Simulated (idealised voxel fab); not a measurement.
Herein follows the process module entitled voxel transistor to metal.
FYI the section here is cut, 150 nm wide, cells are 5 nm squares.
Cross-section = grid of square cells, listed top down in bands; band = one or more rows.
Quick guide to a band line: top height, bottom height (nm) up front; then every material left to right with its width in nm. Only one material and it's marked "full width"? Then it fills the band edge to edge. And "air" just means empty space.
Height 0 is the level under which the wafer as received is all one material. The lowest band goes on downwards, as in "0 nm and below".
A width given as "30..40" starts at the first number in the band's top row and ends at the second number in its bottom row, shifting by an equal amount at every step from row to row.
"same as before" -> step changed no cross-section cell.
"Enclosed cavity list" - sealed voids, min. 8 cells, no opening to top; format: width x height at distance (distance from left edge; nm throughout).
What comes after the settings on a step's line is commentary from the simulator itself on that step.
The "overlay nm" setting may appear on a step's line; for a step that uses a mask, it gives how far to the right of its planned position the mask lay, and a negative value indicates the left.

THE FOLLOWING LIST GIVES THE PLANNED PROCESS STEPS
| 1 | RECEIVE with material Si |
| 2 | OXIDIZE with depth nm 5 |
| 3 | CONFORMAL_DEP with material SiN, thk nm 10 |
| 4 | PATTERN with tone cover, mask id ACTIVE, material resist, width nm 120, thk nm 15, overlay nm 0 |
| 5 | DIRECTIONAL_ETCH with etch materials SiN, depth nm 10 |
| 6 | DIRECTIONAL_ETCH with etch materials SiO2, depth nm 5 |
| 7 | DIRECTIONAL_ETCH with etch materials Si, depth nm 35 |
| 8 | STRIP with etch materials resist |
| 9 | FILL_DEP with material SiO2, thk nm 10 |
| 10 | CMP with height nm 10 |
| 11 | SELECTIVE_ETCH with etch materials SiO2, depth nm 10 |
| 12 | STRIP with etch materials SiN |
| 13 | SELECTIVE_ETCH with etch materials SiO2, depth nm 5 |
| 14 | OXIDIZE with depth nm 5 |
| 15 | DIRECTIONAL_DEP with material polySi, thk nm 20 |
| 16 | DIRECTIONAL_DEP with material SiCN, thk nm 15 |
| 17 | MASKED_ETCH with tone cover, mask id GATE, width nm 30, etch materials SiCN, depth nm 25, overlay nm 0 |
| 18 | MASKED_ETCH with tone cover, mask id GATE, width nm 30, etch materials polySi, depth nm 30, overlay nm 0 |
| 19 | CONFORMAL_DEP with material SiO2, thk nm 5 |
| 20 | DIRECTIONAL_ETCH with etch materials SiO2, depth nm 5 |
| 21 | CONFORMAL_DEP with material SiN, thk nm 10 |
| 22 | DIRECTIONAL_ETCH with etch materials SiN, depth nm 10 |
| 23 | DIRECTIONAL_ETCH with etch materials SiO2, depth nm 5 |
| 24 | DIRECTIONAL_ETCH with etch materials Si, depth nm 5 |
| 25 | EPI with material nSi, thk nm 5 |
| 26 | FILL_DEP with material SiO2, thk nm 5 |
| 27 | CMP with height nm 15 |
| 28 | STRIP with etch materials polySi |
| 29 | SELECTIVE_ETCH with etch materials SiO2, depth nm 5 |
| 30 | CONFORMAL_DEP with material HfO2, thk nm 5 |
| 31 | CONFORMAL_DEP with material TiN, thk nm 5 |
| 32 | FILL_DEP with material W, thk nm 5 |
| 33 | CMP with height nm 10 |
| 34 | DIRECTIONAL_DEP with material SiO2, thk nm 15 |
| 35 | PATTERN with tone open, mask id CONTACT, material resist, width nm 20, pitch nm 90, thk nm 15, overlay nm 0 |
| 36 | DIRECTIONAL_ETCH with etch materials SiO2, depth nm 35 |
| 37 | STRIP with etch materials resist |
| 38 | CONFORMAL_DEP with material TiN, thk nm 5 |
| 39 | FILL_DEP with material W, thk nm 10 |
| 40 | CMP with height nm 25 |
| 41 | CONFORMAL_DEP with material SiCN, thk nm 5 |
| 42 | DIRECTIONAL_DEP with material lowk, thk nm 25 |
| 43 | MASKED_ETCH with tone open, mask id METAL_1, width nm 20, pitch nm 90, etch materials lowk, depth nm 25, overlay nm 0 |
| 44 | MASKED_ETCH with tone open, mask id METAL_1, width nm 15, pitch nm 90, etch materials SiCN, depth nm 5, overlay nm 0 |
| 45 | CONFORMAL_DEP with material TiN, thk nm 5 |
| 46 | FILL_DEP with material Cu, thk nm 10 |
| 47 | CMP with height nm 55 |
| 48 | CONFORMAL_DEP with material SiCN, thk nm 5 |
| 49 | DIRECTIONAL_DEP with material lowk, thk nm 25 |
| 50 | DIRECTIONAL_DEP with material aC, thk nm 10 |
| 51 | PATTERN with tone open, mask id METAL_2, material resist, width nm 20, pitch nm 90, thk nm 30, overlay nm 0 |
| 52 | DIRECTIONAL_ETCH with etch materials aC, depth nm 10 |
| 53 | STRIP with etch materials resist |
| 54 | DIRECTIONAL_ETCH with etch materials lowk, depth nm 15 |
| 55 | STRIP with etch materials aC |
| 56 | DIRECTIONAL_DEP with material aC, thk nm 15 |
| 57 | PATTERN with tone open, mask id METAL_2_HOLES, material resist, width nm 15, pitch nm 90, thk nm 30, overlay nm 0 |
| 58 | DIRECTIONAL_ETCH with etch materials aC, depth nm 15 |
| 59 | STRIP with etch materials resist |
| 60 | DIRECTIONAL_ETCH with etch materials lowk, depth nm 10 |
| 61 | DIRECTIONAL_ETCH with etch materials SiCN, depth nm 5 |
| 62 | STRIP with etch materials aC |
| 63 | CONFORMAL_DEP with material TiN, thk nm 5 |
| 64 | FILL_DEP with material Ru, thk nm 10 |
| 65 | CMP with height nm 85 |
| 66 | CONFORMAL_DEP with material SiN, thk nm 5 |
The wafers in this document start out alike and differ in the width nm applied at step 44; the plan shows the value used for the first wafer.

CROSS-SECTION OF THE FIRST OF SEVERAL WAFERS AS RECEIVED (AFTER STEP 1)
	0 nm and below | Si full width
	Enclosed cavity list: none

THE FIRST OF SEVERAL WAFERS, SEEN IN CROSS-SECTION AFTER THE MODULE'S LAST STEP, STEP 66
	90 nm to 85 nm | SiN full width
	85 nm to 75 nm | lowk 20, then TiN 5, then Ru 10, then TiN 5, then lowk 70, then TiN 5, then Ru 10, then TiN 5, then lowk 20
	75 nm to 70 nm | lowk 20, then TiN 5, then Ru 5, then TiN 10, then lowk 70, then TiN 5, then Ru 5, then TiN 10, then lowk 20
	70 nm to 60 nm | lowk 20, then TiN 5, then Ru 5, then TiN 5, then lowk 75, then TiN 5, then Ru 5, then TiN 5, then lowk 25
	60 nm to 55 nm | SiCN 20, then TiN 15, then SiCN 75, then TiN 15, then SiCN 25
	55 nm to 35 nm | lowk 20, then TiN 5, then Cu 10, then TiN 5, then lowk 70, then TiN 5, then Cu 10, then TiN 5, then lowk 20
	35 nm to 30 nm | lowk 20, then TiN 10, then Cu 5, then TiN 5, then lowk 70, then TiN 10, then Cu 5, then TiN 5, then lowk 20
	30 nm to 25 nm | SiCN 25, then TiN 15, then SiCN 75, then TiN 15, then SiCN 20
	25 nm to 10 nm | SiO2 20, then TiN 5, then W 10, then TiN 5, then SiO2 70, then TiN 5, then W 10, then TiN 5, then SiO2 20
	10 nm to 0 nm | SiO2 20, then TiN 5, then W 10, then TiN 5, then SiO2 5, then SiN 10, then HfO2 5, then TiN 5, then W 20, then TiN 5, then HfO2 5, then SiN 10, then SiO2 5, then TiN 5, then W 10, then TiN 5, then SiO2 20
	0 nm to -5 nm | SiO2 20, then TiN 5, then W 10, then TiN 5, then SiO2 5, then SiN 10, then HfO2 5, then TiN 30, then HfO2 5, then SiN 10, then SiO2 5, then TiN 5, then W 10, then TiN 5, then SiO2 20
	-5 nm to -10 nm | SiO2 20, then TiN 20, then nSi 5, then SiO2 10, then HfO2 40, then SiO2 10, then nSi 5, then TiN 20, then SiO2 20
	-10 nm to -15 nm | SiO2 15, then nSi 30, then Si 60, then nSi 30, then SiO2 15
	-15 nm to -40 nm | SiO2 15, then Si 120, then SiO2 15
	-40 nm and below | Si full width
	Enclosed cavity list: none

HERE'S THE LAST WAFER CROSS-SECTIONED AT THE END OF THE MODULE
	90 nm to 85 nm | SiN full width
	85 nm to 75 nm | lowk 20, then TiN 5, then Ru 10, then TiN 5, then lowk 70, then TiN 5, then Ru 10, then TiN 5, then lowk 20
	75 nm to 70 nm | lowk 20, then TiN 5, then Ru 5, then TiN 10, then lowk 70, then TiN 5, then Ru 5, then TiN 10, then lowk 20
	70 nm to 60 nm | lowk 20, then TiN 5, then Ru 5, then TiN 5, then lowk 75, then TiN 5, then Ru 5, then TiN 5, then lowk 25
	60 nm to 55 nm | SiCN 20, then TiN 15, then SiCN 75, then TiN 15, then SiCN 25
	55 nm to 30 nm | lowk 20, then TiN 5, then Cu 10, then TiN 5, then lowk 70, then TiN 5, then Cu 10, then TiN 5, then lowk 20
	30 nm to 25 nm | SiCN 20, then TiN 20, then SiCN 70, then TiN 20, then SiCN 20
	25 nm to 10 nm | SiO2 20, then TiN 5, then W 10, then TiN 5, then SiO2 70, then TiN 5, then W 10, then TiN 5, then SiO2 20
	10 nm to 0 nm | SiO2 20, then TiN 5, then W 10, then TiN 5, then SiO2 5, then SiN 10, then HfO2 5, then TiN 5, then W 20, then TiN 5, then HfO2 5, then SiN 10, then SiO2 5, then TiN 5, then W 10, then TiN 5, then SiO2 20
	0 nm to -5 nm | SiO2 20, then TiN 5, then W 10, then TiN 5, then SiO2 5, then SiN 10, then HfO2 5, then TiN 30, then HfO2 5, then SiN 10, then SiO2 5, then TiN 5, then W 10, then TiN 5, then SiO2 20
	-5 nm to -10 nm | SiO2 20, then TiN 20, then nSi 5, then SiO2 10, then HfO2 40, then SiO2 10, then nSi 5, then TiN 20, then SiO2 20
	-10 nm to -15 nm | SiO2 15, then nSi 30, then Si 60, then nSi 30, then SiO2 15
	-15 nm to -40 nm | SiO2 15, then Si 120, then SiO2 15
	-40 nm and below | Si full width
	Enclosed cavity list: none

BELOW IS A PER-WAFER TABLE. IN IT, EACH ROW DESCRIBES THE WAFER AT THE END OF THE MODULE BY GIVING, FOR EACH MATERIAL, THE NUMBER OF CELLS GAINED (+) OR LOST (-) SINCE THE WAFER WAS RECEIVED, AND AFTER THAT THE CLOSED VOIDS OF THE WAFER
width nm 15 | +18 Cu | +14 HfO2 | +14 Ru | -108 Si | +48 SiCN | +42 SiN | +144 SiO2 | +98 TiN | +32 W | +224 lowk | +14 nSi | Enclosed cavity list: none
width nm 20 | +20 Cu | +14 HfO2 | +14 Ru | -108 Si | +46 SiCN | +42 SiN | +144 SiO2 | +98 TiN | +32 W | +224 lowk | +14 nSi | Enclosed cavity list: none
width nm 25 | +20 Cu | +14 HfO2 | +14 Ru | -108 Si | +46 SiCN | +42 SiN | +144 SiO2 | +98 TiN | +32 W | +224 lowk | +14 nSi | Enclosed cavity list: none
width nm 30 | +20 Cu | +14 HfO2 | +14 Ru | -108 Si | +46 SiCN | +42 SiN | +144 SiO2 | +98 TiN | +32 W | +224 lowk | +14 nSi | Enclosed cavity list: none
